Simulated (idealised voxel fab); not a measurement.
Process module under the name voxel self aligned contacts
It is cross-section cut that appears here, measuring 150 nm in width, its square cells being 5 nm in size.
Notation: cross-section as square-cell grid; stated in bands, top first, going down; one or more cell rows per band. For a band, the entry starts with two heights in nm, that of the top and then that of the bottom, and carries on with the band's materials in order from left to right, each alongside its width in nm; the word "everywhere" beside a single material means it fills the band edge to edge, and "blank" means empty space. Height 0 is the level under which the wafer as received is all one material. The lowest band goes on downwards, as in "0 nm and below". When a width is written as two numbers, as in "30..40", the first number is the width in the top row of cells of the band and the second is the width in its bottom row, and the width changes by the same amount from each row to the next. The cross-section has no changed cell in any step marked "nothing altered". Each empty space that has no open way to the top and spans at least 8 cells appears under "Enclosed void entries" as width x height at distance, the distance counted from the left edge, all in nm. If you see something after the settings on a step's line, that's the simulator's own remark about that step. overlay nm: on a step with a mask, how far right of its planned place the mask lay; negative means left.

## plan
1. op RECEIVE | material Si
2. op OXIDIZE | depth nm 5
3. op DIRECTIONAL_DEP | material polySi | thk nm 20
4. op DIRECTIONAL_DEP | material SiN | thk nm 20
5. op MASKED_ETCH | tone cover | mask id GATE | width nm 35 | pitch nm 80 | etch materials SiN | depth nm 10 | overlay nm 0
6. op MASKED_ETCH | tone cover | mask id GATE | width nm 35 | pitch nm 80 | etch materials polySi | depth nm 20 | overlay nm 0
7. op CONFORMAL_DEP | material SiN | thk nm 10
8. op DIRECTIONAL_ETCH | etch materials SiN | depth nm 10
9. op FILL_DEP | material SiO2 | thk nm 10
10. op CMP | height nm 45
11. op DIRECTIONAL_DEP | material aC | thk nm 10
12. op PATTERN | tone open | mask id CONTACT | material resist | width nm 65 | thk nm 30 | overlay nm 0
13. op DIRECTIONAL_ETCH | etch materials aC | depth nm 10
14. op STRIP | etch materials resist
15. op DIRECTIONAL_ETCH | etch materials SiO2 | depth nm 50
16. op STRIP | etch materials aC
17. op CONFORMAL_DEP | material TiN | thk nm 5
18. op FILL_DEP | material W | thk nm 10
19. op CMP | height nm 45
20. op CONFORMAL_DEP | material SiN | thk nm 5
Where the wafers of this document differ is in the depth nm of step 5; they start out the same, and the plan states the value that applied to the first wafer.

## So this is the first of several wafers, cross-sectioned as it came to us, meaning it's at the end of step 1
  0 nm and below | Si everywhere
  Enclosed void entries: none

## Per wafer (row), end of module: delta in cells per material since receipt, (+) for gained, (-) for lost; closed voids after that
depth nm 10 | -30 Si | +134 SiN | +53 SiO2 | +17 TiN | +6 W | +120 polySi | Enclosed void entries: none
depth nm 15 | -30 Si | +126 SiN | +56 SiO2 | +19 TiN | +9 W | +120 polySi | Enclosed void entries: none
depth nm 20 | -30 Si | +150 SiN | +66 SiO2 | +31 TiN | +27 W | +56 polySi | Enclosed void entries: none
depth nm 25 | -30 Si | +150 SiN | +66 SiO2 | +31 TiN | +27 W | +56 polySi | Enclosed void entries: none
depth nm 30 | -30 Si | +150 SiN | +66 SiO2 | +31 TiN | +27 W | +56 polySi | Enclosed void entries: none
depth nm 35 | -30 Si | +150 SiN | +66 SiO2 | +31 TiN | +27 W | +56 polySi | Enclosed void entries: none
